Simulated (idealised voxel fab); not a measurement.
Proc. module: voxel air gaps
Section shown: cut. Width: 295 nm. Cell size: 5 nm, square.
This document writes a cross-section as a grid whose cells are square, and gives it as bands, listed from the top down; one or more rows of cells form a band. What a band's entry tells you: where the top is and where the bottom is, as heights in nm, and after that what lies inside, material by material from left to right, each with its width in nm. Empty space is written as the word "air", and a single material marked with the word "all across" occupies the band from edge to edge. Height reference: 0 = level under which incoming wafer is all one material. Lowest band: no bottom, runs on downward, e.g. "0 nm and below". You'd read "30->40" like this: the band's top row of cells is as wide as the first number, its bottom row is as wide as the second, and going down, every row changes width by the same amount as the row before did. The cross-section has no changed cell in any step marked "changes: none". Empty spaces without an open route to the top, at least 8 cells in extent, make up the entry "Sealed internal cavities"; each is given as width x height at distance, where the distance is measured from the left edge, and all are in nm. Past the settings on a step's line: simulator remark, on that step. The optional step-line setting "overlay nm" applies to steps with a mask and quantifies how far to the right of its planned location the mask lay, a negative value indicating leftward placement.
Steps in the process plan:
1. RECEIVE, material Si
2. CONFORMAL_DEP, material SiO2, thk nm 15
3. CONFORMAL_DEP, material SiCN, thk nm 5
4. DIRECTIONAL_DEP, material lowk, thk nm 40
5. MASKED_ETCH, tone open, mask id LINES, width nm 20, pitch nm 50, etch materials lowk, depth nm 40, overlay nm 0
6. CONFORMAL_DEP, material TiN, thk nm 5
7. FILL_DEP, material W, thk nm 5
8. CMP, height nm 60
9. EPI, material Ru, thk nm 10
10. SELECTIVE_ETCH, etch materials lowk, depth nm 50
11. CONFORMAL_DEP, material SiCN, thk nm 5
Cross-section of the wafer at receipt, which is the condition after step 1:
- 0 nm and below: Si all across
- Sealed internal cavities: none
Figure: cross-sectional view of the wafer upon completion of the module, processed from the initial state and according to the plan depicted above, with one error introduced during execution:
- 80 nm to 75 nm: SiCN all across
- 75 nm to 65 nm: Ru all across
- 65 nm to 60 nm: TiN 65 / W 10 / TiN 40 / W 10 / TiN 40 / W 10 / TiN 40 / W 10 / TiN 70
- 60 nm to 25 nm: lowk 60 / TiN 5 / W 10 / TiN 5 / lowk 30 / TiN 5 / W 10 / TiN 5 / lowk 30 / TiN 5 / W 10 / TiN 5 / lowk 30 / TiN 5 / W 10 / TiN 5 / lowk 65
- 25 nm to 20 nm: lowk 60 / TiN 20 / lowk 30 / TiN 20 / lowk 30 / TiN 20 / lowk 30 / TiN 20 / lowk 65
- 20 nm to 15 nm: SiCN all across
- 15 nm to 0 nm: SiO2 all across
- 0 nm and below: Si all across
- Sealed internal cavities: none
Heads up, the wafer didn't run the way we planned it: step 8 off recipe, ran as CMP, height nm 65
